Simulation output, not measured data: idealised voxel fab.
voxel capacitor over wiring: a process module
Xsec cut, 220 nm wide, square cell size 5 nm.
In this document a cross-section is written as a grid of square cells. It is given as a series of bands, listed from the top down, and a band is one or more rows of cells.
Basically the band line says how high the top is and how high the bottom is, in nm, and then what's in it from left to right, every material with its width in nm. Empty space shows up as "air", and if a single material carries "full width" it runs the full band edge to edge.
It should be noted that heights are counted from 0, beneath which the wafer as supplied is of one material throughout, and that the lowest band possesses no lower boundary but continues downward, as written in "z 0 and below".
You'd read "30 to 40" like this: the band's top row of cells is as wide as the first number, its bottom row is as wide as the second, and going down, every row changes width by the same amount as the row before did.
Key: "nothing different" - step with no changed cell in the cross-section.
"Enclosed cavity list" enumerates empty spaces isolated from the top, with no open way to it, that contain at least 8 cells, giving each as width x height at distance from the left edge, all three in nm.
Anything after a step's settings on that line? It's the simulator's own note about the step.
Regarding "overlay nm": on a step with a mask, it is the distance the mask lay to the right of its planned place; a negative value places it to the left.
plan
1 RECEIVE: material Si
2 CONFORMAL_DEP: material SiO2, thk nm 10
3 CONFORMAL_DEP: material SiN, thk nm 5
4 DIRECTIONAL_DEP: material lowk, thk nm 15
5 PATTERN: tone open, mask id METAL_1, material resist, width nm 20, pitch nm 70, thk nm 15, overlay nm 0
6 DIRECTIONAL_ETCH: etch materials lowk, depth nm 15
7 DIRECTIONAL_ETCH: etch materials SiN, depth nm 5
8 STRIP: etch materials resist
9 CONFORMAL_DEP: material TiN, thk nm 5
10 FILL_DEP: material Cu, thk nm 10
11 CMP: height nm 30
12 CONFORMAL_DEP: material SiCN, thk nm 5
13 DIRECTIONAL_DEP: material lowk, thk nm 20
14 DIRECTIONAL_DEP: material aC, thk nm 10
15 PATTERN: tone open, mask id PLUG_1, material resist, width nm 15, thk nm 30, overlay nm 0
16 DIRECTIONAL_ETCH: etch materials aC, depth nm 10
17 STRIP: etch materials resist
18 DIRECTIONAL_ETCH: etch materials lowk, depth nm 20
19 DIRECTIONAL_ETCH: etch materials SiCN, depth nm 5
20 STRIP: etch materials aC
21 EPI: material Ru, thk nm 10
22 EPI: material Ru, thk nm 10
23 EPI: material Ru, thk nm 5
24 DIRECTIONAL_DEP: material TiN, thk nm 10
25 DIRECTIONAL_DEP: material SiN, thk nm 5
26 DIRECTIONAL_DEP: material TiN, thk nm 10
27 PATTERN: tone cover, mask id UPPER_PLATE, material resist, width nm 55, thk nm 15, overlay nm 0
28 DIRECTIONAL_ETCH: etch materials TiN, depth nm 10
29 DIRECTIONAL_ETCH: etch materials SiN, depth nm 5
30 STRIP: etch materials resist
31 MASKED_ETCH: tone cover, mask id LOWER_PLATE, width nm 65, etch materials TiN, depth nm 10, overlay nm 0
32 FILL_DEP: material SiO2, thk nm 15
33 CMP: height nm 90
34 DIRECTIONAL_DEP: material aC, thk nm 15
35 PATTERN: tone open, mask id PLUG_2, material resist, width nm 15, thk nm 30, overlay nm 0
36 DIRECTIONAL_ETCH: etch materials aC, depth nm 15
37 STRIP: etch materials resist
38 DIRECTIONAL_ETCH: etch materials SiO2, depth nm 10
39 STRIP: etch materials aC
40 CONFORMAL_DEP: material TiN, thk nm 5
41 FILL_DEP: material Cu, thk nm 5
42 CMP: height nm 90
43 CONFORMAL_DEP: material SiCN, thk nm 5
So this is the incoming wafer in cross-section - it's already been through step 1
- z 0 and below = Si full width
- Enclosed cavity list: none
Cross-section, end of module. Start: as above. Plan: as above. Execution: one mistake
- z 95 to 90 = SiCN full width
- z 90 to 85 = SiO2=80, then TiN=5, then Cu=5, then TiN=5, then SiO2=125
- z 85 to 80 = SiO2=80, then TiN=15, then SiO2=125
- z 80 to 75 = SiO2 full width
- z 75 to 65 = SiO2=70, then TiN=55, then SiO2=95
- z 65 to 55 = SiO2=65, then TiN=65, then SiO2=90
- z 55 to 35 = lowk=70, then Ru=15, then lowk=135
- z 35 to 30 = SiCN=70, then Ru=15, then SiCN=135
- z 30 to 15 = lowk=65, then TiN=5, then Cu=10, then TiN=5, then lowk=50, then TiN=5, then Cu=10, then TiN=5, then lowk=65
- z 15 to 10 = SiN=65, then TiN=20, then SiN=50, then TiN=20, then SiN=65
- z 10 to 0 = SiO2 full width
- z 0 and below = Si full width
- Enclosed cavity list: none
Here's what went sideways: plan step 25 was not performed, having been skipped
